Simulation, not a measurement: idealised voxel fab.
Name of the process module below: voxel fin reveal
Shown is cross-section cut, with a width of 285 nm and square cells of size 5 nm.
How to read a cross-section here: the picture is a grid of square cells, written as bands going from the top down, and any band can span one or more rows of cells. For a band, the entry starts with two heights in nm, that of the top and then that of the bottom, and carries on with the band's materials in order from left to right, each alongside its width in nm; the word "edge to edge" beside a single material means it fills the band edge to edge, and "air" means empty space. The level at which height equals 0 is the one under which the wafer, as it arrives, is entirely one material. No lower edge exists for the bottom band, which continues downward and is notated as in "z 0 and below". Top row gets the first number, bottom row gets the second, and each row in between changes by the same step: that is how a band width like "30->40" works. It should be understood that the words "no change", when stated for a given step, signify that the cross-section underwent no change in any of its cells during that step. The entry titled "Fully sealed cavities" provides the empty spaces that have no open way to the top, restricted to those of 8 cells or more. Each is presented as width x height at distance, the distance being measured from the left edge, with all three in nm. after a step's settings: what the simulator itself notes on the step. You can add "overlay nm" to a step's line. For a step with a mask, it describes how far the mask lay to the right of its planned position, and a negative number describes a lay to the left.

Planned process steps
1) RECEIVE, material Si
2) CONFORMAL_DEP, material SiN, thk nm 10
3) MASKED_ETCH, tone cover, mask id FINS, width nm 15, pitch nm 40, etch materials SiN, depth nm 10, overlay nm 0
4) MASKED_ETCH, tone cover, mask id FINS, width nm 15, pitch nm 40, etch materials Si, depth nm 35, overlay nm 0
5) FILL_DEP, material SiO2, thk nm 10
6) CMP, height nm 10
7) SELECTIVE_ETCH, etch materials SiO2, depth nm 20
8) STRIP, etch materials SiN
9) CONFORMAL_DEP, material SiO2, thk nm 5

Cross-section, incoming material, after step 1
    z 0 and below = Si edge to edge
    Fully sealed cavities: none

Result of the module, cross-sectioned: start per above, plan per above, one error in how it was run
    z 5 to 0 = air 90 nm, then SiO2 25 nm, then air 15 nm, then SiO2 25 nm, then air 15 nm, then SiO2 25 nm, then air 90 nm
    z 0 to -25 = air 90 nm, then SiO2 5 nm, then Si 15 nm, then SiO2 5 nm, then air 15 nm, then SiO2 5 nm, then Si 15 nm, then SiO2 5 nm, then air 15 nm, then SiO2 5 nm, then Si 15 nm, then SiO2 5 nm, then air 90 nm
    z -25 to -35 = SiO2 95 nm, then Si 15 nm, then SiO2 25 nm, then Si 15 nm, then SiO2 25 nm, then Si 15 nm, then SiO2 95 nm
    z -35 and below = Si edge to edge
    Fully sealed cavities: none
The mistake made against the process plan was this: step 7 of the plan was twice carried out
